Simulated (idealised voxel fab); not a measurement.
The process module that follows is named voxel ribs on slabs.
Displayed cross-section: cut, width of 155 nm, square cells sized 5 nm.
A cross-section is a grid of square cells, given in bands from the top down. A band is one or more rows of cells.
The entry gives the band's vertical extent as a top height and a bottom height in nm, then its horizontal make-up as materials from left to right, each with a width in nm. "air" stands for empty space; a single material marked "all across" fills the band edge to edge.
Height datum 0, below which the as-received substrate wafer is one material. Lowest band open at the bottom, running downward: "0 and below".
Per-row width for "30->40": begins at first number (top row of band), ends at second number (bottom row), increment between rows held constant.
Step note "nothing altered" = no cross-section cell changed.
The label "Closed cavities" introduces a list of the empty spaces, 8 cells or larger, that have no open way up to the top; each entry in it reads width x height at distance, where the distance is taken from the left edge and all three are stated in nm.
On a step's line, text after the settings is the simulator commenting on that step.
When a step includes a mask, the "overlay nm" setting on its line states how far to the right of its planned place that mask lay, and negative values state how far to the left.

## The steps planned for the process are as follows
1,RECEIVE [material Si]
2,DIRECTIONAL_DEP [material SiO2] [thk nm 25]
3,DIRECTIONAL_DEP [material SiN] [thk nm 20]
4,PATTERN [tone cover] [mask id RIB] [material resist] [width nm 15] [thk nm 15] [overlay nm 0]
5,DIRECTIONAL_ETCH [etch materials SiN] [depth nm 5]
6,STRIP [etch materials resist]
7,PATTERN [tone cover] [mask id SLAB] [material resist] [width nm 65] [thk nm 15] [overlay nm 0]
8,DIRECTIONAL_ETCH [etch materials SiN] [depth nm 15]
9,STRIP [etch materials resist]
10,FILL_DEP [material SiO2] [thk nm 25]
11,CMP [height nm 60]
12,DIRECTIONAL_DEP [material TiN] [thk nm 10]
13,MASKED_ETCH [tone cover] [mask id HEATER] [width nm 25] [etch materials TiN] [depth nm 10] [overlay nm 0]
14,CONFORMAL_DEP [material SiO2] [thk nm 5]

## Wafer at receipt (post step 1), cross-section
- 0 and below: Si all across
- Closed cavities: none

## Cross-sectional image of the first of two wafers at the end of the module, the run having proceeded as planned
- 75 down to 70: air 60, SiO2 35, air 60
- 70 down to 65: air 60, SiO2 5, TiN 25, SiO2 5, air 60
- 65 down to 60: SiO2 65, TiN 25, SiO2 65
- 60 down to 45: SiO2 all across
- 45 down to 40: SiO2 70, SiN 15, SiO2 70
- 40 down to 25: SiO2 45, SiN 65, SiO2 45
- 25 down to 0: SiO2 all across
- 0 and below: Si all across
- Closed cavities: none

## Second of two wafers, module complete, sectioned: it shares the first wafer's start and plan but was run with one mistake
- 75 down to 70: air 60, SiO2 35, air 60
- 70 down to 65: air 60, SiO2 5, TiN 25, SiO2 5, air 60
- 65 down to 60: SiO2 65, TiN 25, SiO2 65
- 60 down to 20: SiO2 all across
- 20 down to 0: SiN all across
- 0 and below: Si all across
- Closed cavities: none
What was done differently from what was planned? plan vs actual: 2 and 3 interchanged
Final tally in cells, some materials are higher or lower on the second wafer than on the first: +82 SiN; -82 SiO2
